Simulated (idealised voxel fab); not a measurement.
Presented below is a process module, voxel transistor to metal.
Pictured: cross-section cut, 165 nm wide, on a grid of 5 nm square cells.
A cross-section is a grid of square cells, given in bands from the top down. A band is one or more rows of cells.
Heights first: top, then bottom, in nm. Then materials, left to right, each with a width in nm. "throughout" on a single material: fills the band edge to edge. "blank": empty space.
It should be noted that heights are counted from 0, beneath which the wafer as supplied is of one material throughout, and that the lowest band possesses no lower boundary but continues downward, as written in "z 0 and below".
Width: "30->40" (first number = top row, second number = bottom row, same change from row to row of cells).
"no change occurred" (step): cross-section cells unchanged, all of them.
For the entry "Fully sealed voids", the listed items are empty spaces with no open way to the top whose size is 8 cells or more; each item follows the pattern width x height at distance, where distance is from the left edge and all three are in nm.
If you see something after the settings on a step's line, that's the simulator's own remark about that step.
overlay nm: mask offset rightward from planned place, masked step; negative means leftward offset.
**Process steps foreseen in the plan**
step 1: op RECEIVE | material Si
step 2: op OXIDIZE | depth nm 5
step 3: op CONFORMAL_DEP | material SiN | thk nm 15
step 4: op DIRECTIONAL_DEP | material aC | thk nm 10
step 5: op PATTERN | tone cover | mask id ACTIVE | material resist | width nm 115 | thk nm 30 | overlay nm 0
step 6: op DIRECTIONAL_ETCH | etch materials aC | depth nm 10
step 7: op STRIP | etch materials resist
step 8: op DIRECTIONAL_ETCH | etch materials SiN | depth nm 15
step 9: op DIRECTIONAL_ETCH | etch materials SiO2 | depth nm 5
step 10: op DIRECTIONAL_ETCH | etch materials Si | depth nm 20
step 11: op STRIP | etch materials aC
step 12: op OXIDIZE | depth nm 5
step 13: op FILL_DEP | material SiO2 | thk nm 15
step 14: op CMP | height nm 15
step 15: op SELECTIVE_ETCH | etch materials SiO2 | depth nm 10
step 16: op STRIP | etch materials SiN
step 17: op SELECTIVE_ETCH | etch materials SiO2 | depth nm 5
step 18: op OXIDIZE | depth nm 5
step 19: op DIRECTIONAL_DEP | material polySi | thk nm 20
step 20: op DIRECTIONAL_DEP | material SiCN | thk nm 15
step 21: op MASKED_ETCH | tone cover | mask id GATE | width nm 25 | etch materials SiCN | depth nm 25 | overlay nm 0
step 22: op MASKED_ETCH | tone cover | mask id GATE | width nm 25 | etch materials polySi | depth nm 30 | overlay nm 0
step 23: op CONFORMAL_DEP | material SiO2 | thk nm 5
step 24: op DIRECTIONAL_ETCH | etch materials SiO2 | depth nm 5
step 25: op CONFORMAL_DEP | material SiN | thk nm 5
step 26: op DIRECTIONAL_ETCH | etch materials SiN | depth nm 5
step 27: op DIRECTIONAL_ETCH | etch materials SiO2 | depth nm 5
step 28: op DIRECTIONAL_ETCH | etch materials Si | depth nm 5
step 29: op EPI | material SiGe | thk nm 10
step 30: op FILL_DEP | material SiO2 | thk nm 5
step 31: op CMP | height nm 15
step 32: op STRIP | etch materials polySi
step 33: op SELECTIVE_ETCH | etch materials SiO2 | depth nm 5
step 34: op CONFORMAL_DEP | material HfO2 | thk nm 5
step 35: op CONFORMAL_DEP | material TiN | thk nm 5
step 36: op FILL_DEP | material W | thk nm 5
step 37: op CMP | height nm 10
step 38: op DIRECTIONAL_DEP | material SiO2 | thk nm 15
step 39: op PATTERN | tone open | mask id CONTACT | material resist | width nm 15 | pitch nm 80 | thk nm 15 | overlay nm 0
step 40: op DIRECTIONAL_ETCH | etch materials SiO2 | depth nm 30
step 41: op STRIP | etch materials resist
step 42: op CONFORMAL_DEP | material TiN | thk nm 5
step 43: op FILL_DEP | material Ru | thk nm 5
step 44: op CMP | height nm 25
step 45: op DIRECTIONAL_DEP | material TiN | thk nm 5
step 46: op DIRECTIONAL_DEP | material Ru | thk nm 15
step 47: op MASKED_ETCH | tone cover | mask id METAL_1 | width nm 15 | pitch nm 80 | etch materials Ru | depth nm 15 | overlay nm 0
step 48: op MASKED_ETCH | tone cover | mask id METAL_1 | width nm 15 | pitch nm 80 | etch materials TiN | depth nm 5 | overlay nm 0
step 49: op CONFORMAL_DEP | material SiN | thk nm 5
step 50: op FILL_DEP | material SiO2 | thk nm 5
step 51: op CMP | height nm 45
step 52: op CONFORMAL_DEP | material SiCN | thk nm 5
step 53: op DIRECTIONAL_DEP | material SiO2 | thk nm 35
step 54: op PATTERN | tone open | mask id METAL_2 | material resist | width nm 15 | pitch nm 80 | thk nm 20 | overlay nm 0
step 55: op DIRECTIONAL_ETCH | etch materials SiO2 | depth nm 20
step 56: op STRIP | etch materials resist
step 57: op PATTERN | tone open | mask id METAL_2_HOLES | material resist | width nm 15 | pitch nm 80 | thk nm 15 | overlay nm 0
step 58: op DIRECTIONAL_ETCH | etch materials SiO2 | depth nm 15
step 59: op DIRECTIONAL_ETCH | etch materials SiCN | depth nm 5
step 60: op STRIP | etch materials resist
step 61: op CONFORMAL_DEP | material TiN | thk nm 5
step 62: op FILL_DEP | material Cu | thk nm 5
step 63: op CMP | height nm 85
step 64: op CONFORMAL_DEP | material SiCN | thk nm 5
**as received, after step 1**
> z 0 and below = Si throughout
> Fully sealed voids: none
**The plan above was carried out on the starting structure above with one mistake, and this cross-section shows the wafer at the end of the module**
> z 90 to 85 = SiCN throughout
> z 85 to 50 = SiO2 (35)  TiN (5)  Cu (5)  TiN (5)  SiO2 (65)  TiN (5)  Cu (5)  TiN (5)  SiO2 (35)
> z 50 to 45 = SiCN (35)  TiN (15)  SiCN (65)  TiN (15)  SiCN (35)
> z 45 to 30 = SiO2 (30)  SiN (5)  Ru (15)  SiN (5)  SiO2 (55)  SiN (5)  Ru (15)  SiN (5)  SiO2 (30)
> z 30 to 25 = SiN (35)  TiN (15)  SiN (65)  TiN (15)  SiN (35)
> z 25 to 10 = SiO2 (35)  TiN (5)  Ru (5)  TiN (5)  SiO2 (65)  TiN (5)  Ru (5)  TiN (5)  SiO2 (35)
> z 10 to 5 = SiO2 (35)  TiN (5)  Ru (5)  TiN (5)  SiO2 (10)  SiN (5)  HfO2 (5)  TiN (5)  W (15)  TiN (5)  HfO2 (5)  SiN (5)  SiO2 (10)  TiN (5)  Ru (5)  TiN (5)  SiO2 (35)
> z 5 to 0 = SiO2 (35)  TiN (5)  Ru (5)  TiN (5)  SiO2 (10)  SiN (5)  HfO2 (5)  TiN (25)  HfO2 (5)  SiN (5)  SiO2 (10)  TiN (5)  Ru (5)  TiN (5)  SiO2 (35)
> z 0 to -5 = SiO2 (20)  SiN (5)  SiO2 (10)  TiN (15)  SiO2 (15)  HfO2 (35)  SiO2 (15)  TiN (15)  SiO2 (10)  SiN (5)  SiO2 (20)
> z -5 to -15 = SiGe (20)  SiO2 (125)  SiGe (20)
> z -15 to -30 = Si (20)  SiO2 (125)  Si (20)
> z -30 and below = Si throughout
> Fully sealed voids: none
Short version of what went wrong: step 5 changed vs plan, executed as op PATTERN | tone open | mask id ACTIVE | material resist | width nm 115 | thk nm 30 | overlay nm 0
